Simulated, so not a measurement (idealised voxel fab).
This section sets out a process module, namely voxel ribs on slabs.
Section cut is 285 nm wide and gridded with 5 nm square cells.
Cross-section layout: square cells on a grid; listed as bands, top to bottom; a band spans one or more cell rows.
For a band, the entry starts with two heights in nm, that of the top and then that of the bottom, and carries on with the band's materials in order from left to right, each alongside its width in nm; the word "full width" beside a single material means it fills the band edge to edge, and "air" means empty space.
Below 0: as-received wafer, all one material; heights counted from there. Lowest band: no bottom, goes on down, written "0 down".
Think of "30..40" as a width that walks from the first number to the second as you go down the band, top row to bottom row, taking equal-sized steps from row to row.
Step marked "nothing different"? Then no cell in the cross-section changed in it.
Look at "Cavities, closed" for the closed voids: empty spaces with no open path to the top, sized 8 cells or up. Each is width x height at distance, distance from the left edge, all nm.
Read whatever lies past the settings on a step's line as the simulator's own remark about the step.
overlay nm: step with mask; distance mask lay right of planned place; negative value = left of planned place.
Process steps (planned):
step 1: RECEIVE (material Si)
step 2: DIRECTIONAL_DEP (material SiO2; thk nm 20)
step 3: DIRECTIONAL_DEP (material SiN; thk nm 20)
step 4: MASKED_ETCH (tone cover; mask id RIB; width nm 20; etch materials SiN; depth nm 10; overlay nm 0)
step 5: PATTERN (tone cover; mask id SLAB; material resist; width nm 60; thk nm 20; overlay nm 0)
step 6: DIRECTIONAL_ETCH (etch materials SiN; depth nm 10)
step 7: STRIP (etch materials resist)
step 8: FILL_DEP (material SiO2; thk nm 20)
step 9: CMP (height nm 55)
step 10: DIRECTIONAL_DEP (material W; thk nm 10)
step 11: MASKED_ETCH (tone cover; mask id HEATER; width nm 30; etch materials W; depth nm 10; overlay nm 0)
step 12: CONFORMAL_DEP (material SiO2; thk nm 10)
Delivered wafer in cross-section: state after step 1:
    0 down  Si full width
    Cavities, closed: none
First of two wafers: cross-section at end of module, run per plan:
    75 to 65  air (115) / SiO2 (50) / air (120)
    65 to 55  SiO2 (125) / W (30) / SiO2 (130)
    55 to 40  SiO2 full width
    40 to 30  SiO2 (130) / SiN (20) / SiO2 (135)
    30 to 20  SiO2 (110) / SiN (60) / SiO2 (115)
    20 to 0  SiO2 full width
    0 down  Si full width
    Cavities, closed: none
Cross-sectional image of the second wafer of the two following completion of the module. Starting state and process plan were the same as for the first wafer; one execution error occurred:
    75 to 65  air (115) / W (50) / air (120)
    65 to 55  W full width
    55 to 40  SiO2 full width
    40 to 30  SiO2 (130) / SiN (20) / SiO2 (135)
    30 to 20  SiO2 (110) / SiN (60) / SiO2 (115)
    20 to 0  SiO2 full width
    0 down  Si full width
    Cavities, closed: none
Misprocessing identified: so step 12 ended up running with a different setting than we planned, it ran as CONFORMAL_DEP (material W; thk nm 10)
Count the cells at the end and the second wafer has more or fewer of some materials than the first: SiO2 -122; W +122
